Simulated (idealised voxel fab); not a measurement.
The name of this process module is voxel wiring stack.
Xsec cut, 260 nm wide, square cell size 5 nm.
The cross-sections in this document take the form of a grid made of square cells. They are written out as bands, in order from top to bottom. Each band consists of one or more rows of cells. Heights first: top, then bottom, in nm. Then materials, left to right, each with a width in nm. "edge to edge" on a single material: fills the band edge to edge. "empty": empty space. Height is counted from the level 0, under which the received wafer is composed throughout of one material. The lowest of the bands is not closed at the bottom but continues downward, in the notation "0 down". Think of "30 to 40" as a width that walks from the first number to the second as you go down the band, top row to bottom row, taking equal-sized steps from row to row. Basically "remains unaltered" means that step didn't change any cell in the cross-section. In the "Closed internal cavities" entry, you get each enclosed empty space of 8 cells or more, one with no open way to the top, written width x height at distance, distance from the left edge, in nm. Text after the settings on a step's line: the simulator's own remark on that step. You can add "overlay nm" to a step's line. For a step with a mask, it describes how far the mask lay to the right of its planned position, and a negative number describes a lay to the left.

Steps planned for the process
1 RECEIVE with material Si
2 CONFORMAL_DEP with material SiO2, thk nm 10
3 CONFORMAL_DEP with material SiCN, thk nm 5
4 DIRECTIONAL_DEP with material SiO2, thk nm 20
5 PATTERN with tone open, mask id METAL_1, material resist, width nm 25, pitch nm 40, thk nm 15, overlay nm 0
6 DIRECTIONAL_ETCH with etch materials SiO2, depth nm 20
7 DIRECTIONAL_ETCH with etch materials SiCN, depth nm 5
8 STRIP with etch materials resist
9 CONFORMAL_DEP with material TiN, thk nm 5
10 FILL_DEP with material W, thk nm 10
11 CMP with height nm 35
12 CONFORMAL_DEP with material SiCN, thk nm 5
13 DIRECTIONAL_DEP with material SiO2, thk nm 25
14 PATTERN with tone open, mask id METAL_2, material resist, width nm 25, pitch nm 40, thk nm 20, overlay nm 0
15 DIRECTIONAL_ETCH with etch materials SiO2, depth nm 15
16 STRIP with etch materials resist
17 PATTERN with tone open, mask id METAL_2_HOLES, material resist, width nm 15, pitch nm 80, thk nm 20, overlay nm 0
18 DIRECTIONAL_ETCH with etch materials SiO2, depth nm 10
19 DIRECTIONAL_ETCH with etch materials SiCN, depth nm 5
20 STRIP with etch materials resist
21 CONFORMAL_DEP with material TiN, thk nm 5
22 FILL_DEP with material Cu, thk nm 10
23 CMP with height nm 65
24 CONFORMAL_DEP with material SiN, thk nm 5

So, the first of our two wafers, run just as we planned it

This is the cross-section of the wafer as we received it, i.e. after step 1
	0 down  Si edge to edge
	Closed internal cavities: none

State of the wafer after step 2, shown in cross-section
	10 to 0  SiO2 edge to edge
	No changes below 0.

State of the wafer after step 3, shown in cross-section
	15 to 10  SiCN edge to edge
	No changes below 10.

State of the wafer after step 4, shown in cross-section
	35 to 15  SiO2 edge to edge
	No changes below 15.

State of the wafer after step 5, shown in cross-section
	50 to 35  resist: 55 | empty: 25 | resist: 15 | empty: 25 | resist: 15 | empty: 25 | resist: 15 | empty: 25 | resist: 60
	No changes below 35.

State of the wafer after step 6, shown in cross-section
	50 to 35  resist: 55 | empty: 25 | resist: 15 | empty: 25 | resist: 15 | empty: 25 | resist: 15 | empty: 25 | resist: 60
	35 to 15  SiO2: 55 | empty: 25 | SiO2: 15 | empty: 25 | SiO2: 15 | empty: 25 | SiO2: 15 | empty: 25 | SiO2: 60
	No changes below 15.

State of the wafer after step 7, shown in cross-section
	50 to 35  resist: 55 | empty: 25 | resist: 15 | empty: 25 | resist: 15 | empty: 25 | resist: 15 | empty: 25 | resist: 60
	35 to 15  SiO2: 55 | empty: 25 | SiO2: 15 | empty: 25 | SiO2: 15 | empty: 25 | SiO2: 15 | empty: 25 | SiO2: 60
	15 to 10  SiCN: 55 | empty: 25 | SiCN: 15 | empty: 25 | SiCN: 15 | empty: 25 | SiCN: 15 | empty: 25 | SiCN: 60
	No changes below 10.

State of the wafer after step 8, shown in cross-section
	35 to 15  SiO2: 55 | empty: 25 | SiO2: 15 | empty: 25 | SiO2: 15 | empty: 25 | SiO2: 15 | empty: 25 | SiO2: 60
	No changes below 15.

State of the wafer after step 9, shown in cross-section
	40 to 35  TiN: 60 | empty: 15 | TiN: 25 | empty: 15 | TiN: 25 | empty: 15 | TiN: 25 | empty: 15 | TiN: 65
	35 to 15  SiO2: 55 | TiN: 5 | empty: 15 | TiN: 5 | SiO2: 15 | TiN: 5 | empty: 15 | TiN: 5 | SiO2: 15 | TiN: 5 | empty: 15 | TiN: 5 | SiO2: 15 | TiN: 5 | empty: 15 | TiN: 5 | SiO2: 60
	15 to 10  SiCN: 55 | TiN: 25 | SiCN: 15 | TiN: 25 | SiCN: 15 | TiN: 25 | SiCN: 15 | TiN: 25 | SiCN: 60
	No changes below 10.

State of the wafer after step 10, shown in cross-section
	50 to 40  W edge to edge
	40 to 35  TiN: 60 | W: 15 | TiN: 25 | W: 15 | TiN: 25 | W: 15 | TiN: 25 | W: 15 | TiN: 65
	35 to 15  SiO2: 55 | TiN: 5 | W: 15 | TiN: 5 | SiO2: 15 | TiN: 5 | W: 15 | TiN: 5 | SiO2: 15 | TiN: 5 | W: 15 | TiN: 5 | SiO2: 15 | TiN: 5 | W: 15 | TiN: 5 | SiO2: 60
	No changes below 15.

State of the wafer after step 11, shown in cross-section
	35 to 15  SiO2: 55 | TiN: 5 | W: 15 | TiN: 5 | SiO2: 15 | TiN: 5 | W: 15 | TiN: 5 | SiO2: 15 | TiN: 5 | W: 15 | TiN: 5 | SiO2: 15 | TiN: 5 | W: 15 | TiN: 5 | SiO2: 60
	No changes below 15.

State of the wafer after step 12, shown in cross-section
	40 to 35  SiCN edge to edge
	No changes below 35.

State of the wafer after step 13, shown in cross-section
	65 to 40  SiO2 edge to edge
	No changes below 40.

State of the wafer after step 14, shown in cross-section
	85 to 65  resist: 55 | empty: 25 | resist: 15 | empty: 25 | resist: 15 | empty: 25 | resist: 15 | empty: 25 | resist: 60
	No changes below 65.

State of the wafer after step 15, shown in cross-section
	85 to 65  resist: 55 | empty: 25 | resist: 15 | empty: 25 | resist: 15 | empty: 25 | resist: 15 | empty: 25 | resist: 60
	65 to 50  SiO2: 55 | empty: 25 | SiO2: 15 | empty: 25 | SiO2: 15 | empty: 25 | SiO2: 15 | empty: 25 | SiO2: 60
	No changes below 50.

State of the wafer after step 16, shown in cross-section
	65 to 50  SiO2: 55 | empty: 25 | SiO2: 15 | empty: 25 | SiO2: 15 | empty: 25 | SiO2: 15 | empty: 25 | SiO2: 60
	No changes below 50.

State of the wafer after step 17, shown in cross-section
	85 to 65  resist: 55 | empty: 15 | resist: 65 | empty: 15 | resist: 110
	65 to 50  SiO2: 55 | empty: 15 | resist: 10 | SiO2: 15 | resist: 25 | SiO2: 15 | empty: 15 | resist: 10 | SiO2: 15 | resist: 25 | SiO2: 60
	No changes below 50.

State of the wafer after step 18, shown in cross-section
	85 to 65  resist: 55 | empty: 15 | resist: 65 | empty: 15 | resist: 110
	65 to 50  SiO2: 55 | empty: 15 | resist: 10 | SiO2: 15 | resist: 25 | SiO2: 15 | empty: 15 | resist: 10 | SiO2: 15 | resist: 25 | SiO2: 60
	50 to 40  SiO2: 55 | empty: 15 | SiO2: 65 | empty: 15 | SiO2: 110
	No changes below 40.

State of the wafer after step 19, shown in cross-section
	85 to 65  resist: 55 | empty: 15 | resist: 65 | empty: 15 | resist: 110
	65 to 50  SiO2: 55 | empty: 15 | resist: 10 | SiO2: 15 | resist: 25 | SiO2: 15 | empty: 15 | resist: 10 | SiO2: 15 | resist: 25 | SiO2: 60
	50 to 40  SiO2: 55 | empty: 15 | SiO2: 65 | empty: 15 | SiO2: 110
	40 to 35  SiCN: 55 | empty: 15 | SiCN: 65 | empty: 15 | SiCN: 110
	No changes below 35.

State of the wafer after step 20, shown in cross-section
	65 to 50  SiO2: 55 | empty: 25 | SiO2: 15 | empty: 25 | SiO2: 15 | empty: 25 | SiO2: 15 | empty: 25 | SiO2: 60
	No changes below 50.

State of the wafer after step 21, shown in cross-section
	70 to 65  TiN: 60 | empty: 15 | TiN: 25 | empty: 15 | TiN: 25 | empty: 15 | TiN: 25 | empty: 15 | TiN: 65
	65 to 55  SiO2: 55 | TiN: 5 | empty: 15 | TiN: 5 | SiO2: 15 | TiN: 5 | empty: 15 | TiN: 5 | SiO2: 15 | TiN: 5 | empty: 15 | TiN: 5 | SiO2: 15 | TiN: 5 | empty: 15 | TiN: 5 | SiO2: 60
	55 to 50  SiO2: 55 | TiN: 5 | empty: 5 | TiN: 15 | SiO2: 15 | TiN: 25 | SiO2: 15 | TiN: 5 | empty: 5 | TiN: 15 | SiO2: 15 | TiN: 25 | SiO2: 60
	50 to 40  SiO2: 55 | TiN: 5 | empty: 5 | TiN: 5 | SiO2: 65 | TiN: 5 | empty: 5 | TiN: 5 | SiO2: 110
	40 to 35  SiCN: 55 | TiN: 15 | SiCN: 65 | TiN: 15 | SiCN: 110
	No changes below 35.

State of the wafer after step 22, shown in cross-section
	80 to 70  Cu edge to edge
	70 to 65  TiN: 60 | Cu: 15 | TiN: 25 | Cu: 15 | TiN: 25 | Cu: 15 | TiN: 25 | Cu: 15 | TiN: 65
	65 to 55  SiO2: 55 | TiN: 5 | Cu: 15 | TiN: 5 | SiO2: 15 | TiN: 5 | Cu: 15 | TiN: 5 | SiO2: 15 | TiN: 5 | Cu: 15 | TiN: 5 | SiO2: 15 | TiN: 5 | Cu: 15 | TiN: 5 | SiO2: 60
	55 to 50  SiO2: 55 | TiN: 5 | Cu: 5 | TiN: 15 | SiO2: 15 | TiN: 25 | SiO2: 15 | TiN: 5 | Cu: 5 | TiN: 15 | SiO2: 15 | TiN: 25 | SiO2: 60
	50 to 40  SiO2: 55 | TiN: 5 | Cu: 5 | TiN: 5 | SiO2: 65 | TiN: 5 | Cu: 5 | TiN: 5 | SiO2: 110
	No changes below 40.

State of the wafer after step 23, shown in cross-section
	65 to 55  SiO2: 55 | TiN: 5 | Cu: 15 | TiN: 5 | SiO2: 15 | TiN: 5 | Cu: 15 | TiN: 5 | SiO2: 15 | TiN: 5 | Cu: 15 | TiN: 5 | SiO2: 15 | TiN: 5 | Cu: 15 | TiN: 5 | SiO2: 60
	No changes below 55.

State of the wafer after step 24, shown in cross-section
	70 to 65  SiN edge to edge
	No changes below 65.

Wafer two of the pair: same origin, same plan, one error during the run; identical to wafer one up to and including step 4

Cross-section, second wafer, at the end time the plan gives for step 5
	50 to 35  empty: 55 | resist: 25 | empty: 15 | resist: 25 | empty: 15 | resist: 25 | empty: 15 | resist: 25 | empty: 60
	No changes below 35.

Cross-section, second wafer, at the end time the plan gives for step 6
	50 to 35  empty: 55 | resist: 25 | empty: 15 | resist: 25 | empty: 15 | resist: 25 | empty: 15 | resist: 25 | empty: 60
	35 to 15  empty: 55 | SiO2: 25 | empty: 15 | SiO2: 25 | empty: 15 | SiO2: 25 | empty: 15 | SiO2: 25 | empty: 60
	No changes below 15.

Cross-section, second wafer, at the end time the plan gives for step 7
	50 to 35  empty: 55 | resist: 25 | empty: 15 | resist: 25 | empty: 15 | resist: 25 | empty: 15 | resist: 25 | empty: 60
	35 to 15  empty: 55 | SiO2: 25 | empty: 15 | SiO2: 25 | empty: 15 | SiO2: 25 | empty: 15 | SiO2: 25 | empty: 60
	15 to 10  empty: 55 | SiCN: 25 | empty: 15 | SiCN: 25 | empty: 15 | SiCN: 25 | empty: 15 | SiCN: 25 | empty: 60
	No changes below 10.

Cross-section, second wafer, at the end time the plan gives for step 8
	35 to 15  empty: 55 | SiO2: 25 | empty: 15 | SiO2: 25 | empty: 15 | SiO2: 25 | empty: 15 | SiO2: 25 | empty: 60
	No changes below 15.

Cross-section, second wafer, at the end time the plan gives for step 9
	40 to 35  empty: 50 | TiN: 35 | empty: 5 | TiN: 35 | empty: 5 | TiN: 35 | empty: 5 | TiN: 35 | empty: 55
	35 to 15  empty: 50 | TiN: 5 | SiO2: 25 | TiN: 5 | empty: 5 | TiN: 5 | SiO2: 25 | TiN: 5 | empty: 5 | TiN: 5 | SiO2: 25 | TiN: 5 | empty: 5 | TiN: 5 | SiO2: 25 | TiN: 5 | empty: 55
	15 to 10  TiN: 55 | SiCN: 25 | TiN: 15 | SiCN: 25 | TiN: 15 | SiCN: 25 | TiN: 15 | SiCN: 25 | TiN: 60
	No changes below 10.

Cross-section, second wafer, at the end time the plan gives for step 10
	50 to 40  W edge to edge
	40 to 35  W: 50 | TiN: 35 | W: 5 | TiN: 35 | W: 5 | TiN: 35 | W: 5 | TiN: 35 | W: 55
	35 to 15  W: 50 | TiN: 5 | SiO2: 25 | TiN: 5 | W: 5 | TiN: 5 | SiO2: 25 | TiN: 5 | W: 5 | TiN: 5 | SiO2: 25 | TiN: 5 | W: 5 | TiN: 5 | SiO2: 25 | TiN: 5 | W: 55
	No changes below 15.

Cross-section, second wafer, at the end time the plan gives for step 11
	35 to 15  W: 50 | TiN: 5 | SiO2: 25 | TiN: 5 | W: 5 | TiN: 5 | SiO2: 25 | TiN: 5 | W: 5 | TiN: 5 | SiO2: 25 | TiN: 5 | W: 5 | TiN: 5 | SiO2: 25 | TiN: 5 | W: 55
	No changes below 15.

Cross-section, second wafer, at the end time the plan gives for step 12
	40 to 35  SiCN edge to edge
	No changes below 35.

Cross-section, second wafer, at the end time the plan gives for step 13
	65 to 40  SiO2 edge to edge
	No changes below 40.

Cross-section, second wafer, at the end time the plan gives for step 14
	85 to 65  resist: 55 | empty: 25 | resist: 15 | empty: 25 | resist: 15 | empty: 25 | resist: 15 | empty: 25 | resist: 60
	No changes below 65.

Cross-section, second wafer, at the end time the plan gives for step 15
	85 to 65  resist: 55 | empty: 25 | resist: 15 | empty: 25 | resist: 15 | empty: 25 | resist: 15 | empty: 25 | resist: 60
	65 to 50  SiO2: 55 | empty: 25 | SiO2: 15 | empty: 25 | SiO2: 15 | empty: 25 | SiO2: 15 | empty: 25 | SiO2: 60
	No changes below 50.

Cross-section, second wafer, at the end time the plan gives for step 16
	65 to 50  SiO2: 55 | empty: 25 | SiO2: 15 | empty: 25 | SiO2: 15 | empty: 25 | SiO2: 15 | empty: 25 | SiO2: 60
	No changes below 50.

Cross-section, second wafer, at the end time the plan gives for step 17
	85 to 65  resist: 55 | empty: 15 | resist: 65 | empty: 15 | resist: 110
	65 to 50  SiO2: 55 | empty: 15 | resist: 10 | SiO2: 15 | resist: 25 | SiO2: 15 | empty: 15 | resist: 10 | SiO2: 15 | resist: 25 | SiO2: 60
	No changes below 50.

Cross-section, second wafer, at the end time the plan gives for step 18
	85 to 65  resist: 55 | empty: 15 | resist: 65 | empty: 15 | resist: 110
	65 to 50  SiO2: 55 | empty: 15 | resist: 10 | SiO2: 15 | resist: 25 | SiO2: 15 | empty: 15 | resist: 10 | SiO2: 15 | resist: 25 | SiO2: 60
	50 to 40  SiO2: 55 | empty: 15 | SiO2: 65 | empty: 15 | SiO2: 110
	No changes below 40.

Cross-section, second wafer, at the end time the plan gives for step 19
	85 to 65  resist: 55 | empty: 15 | resist: 65 | empty: 15 | resist: 110
	65 to 50  SiO2: 55 | empty: 15 | resist: 10 | SiO2: 15 | resist: 25 | SiO2: 15 | empty: 15 | resist: 10 | SiO2: 15 | resist: 25 | SiO2: 60
	50 to 40  SiO2: 55 | empty: 15 | SiO2: 65 | empty: 15 | SiO2: 110
	40 to 35  SiCN: 55 | empty: 15 | SiCN: 65 | empty: 15 | SiCN: 110
	No changes below 35.

Cross-section, second wafer, at the end time the plan gives for step 20
	65 to 50  SiO2: 55 | empty: 25 | SiO2: 15 | empty: 25 | SiO2: 15 | empty: 25 | SiO2: 15 | empty: 25 | SiO2: 60
	No changes below 50.

Cross-section, second wafer, at the end time the plan gives for step 21
	70 to 65  TiN: 60 | empty: 15 | TiN: 25 | empty: 15 | TiN: 25 | empty: 15 | TiN: 25 | empty: 15 | TiN: 65
	65 to 55  SiO2: 55 | TiN: 5 | empty: 15 | TiN: 5 | SiO2: 15 | TiN: 5 | empty: 15 | TiN: 5 | SiO2: 15 | TiN: 5 | empty: 15 | TiN: 5 | SiO2: 15 | TiN: 5 | empty: 15 | TiN: 5 | SiO2: 60
	55 to 50  SiO2: 55 | TiN: 5 | empty: 5 | TiN: 15 | SiO2: 15 | TiN: 25 | SiO2: 15 | TiN: 5 | empty: 5 | TiN: 15 | SiO2: 15 | TiN: 25 | SiO2: 60
	50 to 40  SiO2: 55 | TiN: 5 | empty: 5 | TiN: 5 | SiO2: 65 | TiN: 5 | empty: 5 | TiN: 5 | SiO2: 110
	40 to 35  SiCN: 55 | TiN: 15 | SiCN: 65 | TiN: 15 | SiCN: 110
	No changes below 35.

Cross-section, second wafer, at the end time the plan gives for step 22
	80 to 70  Cu edge to edge
	70 to 65  TiN: 60 | Cu: 15 | TiN: 25 | Cu: 15 | TiN: 25 | Cu: 15 | TiN: 25 | Cu: 15 | TiN: 65
	65 to 55  SiO2: 55 | TiN: 5 | Cu: 15 | TiN: 5 | SiO2: 15 | TiN: 5 | Cu: 15 | TiN: 5 | SiO2: 15 | TiN: 5 | Cu: 15 | TiN: 5 | SiO2: 15 | TiN: 5 | Cu: 15 | TiN: 5 | SiO2: 60
	55 to 50  SiO2: 55 | TiN: 5 | Cu: 5 | TiN: 15 | SiO2: 15 | TiN: 25 | SiO2: 15 | TiN: 5 | Cu: 5 | TiN: 15 | SiO2: 15 | TiN: 25 | SiO2: 60
	50 to 40  SiO2: 55 | TiN: 5 | Cu: 5 | TiN: 5 | SiO2: 65 | TiN: 5 | Cu: 5 | TiN: 5 | SiO2: 110
	No changes below 40.

Cross-section, second wafer, at the end time the plan gives for step 23
	65 to 55  SiO2: 55 | TiN: 5 | Cu: 15 | TiN: 5 | SiO2: 15 | TiN: 5 | Cu: 15 | TiN: 5 | SiO2: 15 | TiN: 5 | Cu: 15 | TiN: 5 | SiO2: 15 | TiN: 5 | Cu: 15 | TiN: 5 | SiO2: 60
	No changes below 55.

Cross-section, second wafer, at the end time the plan gives for step 24
	70 to 65  SiN edge to edge
	No changes below 65.
It is concluded that the wafer was processed incorrectly with respect to the plan, in that not per plan at step 5, really ran PATTERN with tone cover, mask id METAL_1, material resist, width nm 25, pitch nm 40, thk nm 15, overlay nm 0
End check, counted in cells, second wafer has more or fewer of these materials than the first: SiCN -12, SiO2 -48, TiN +12, W +48
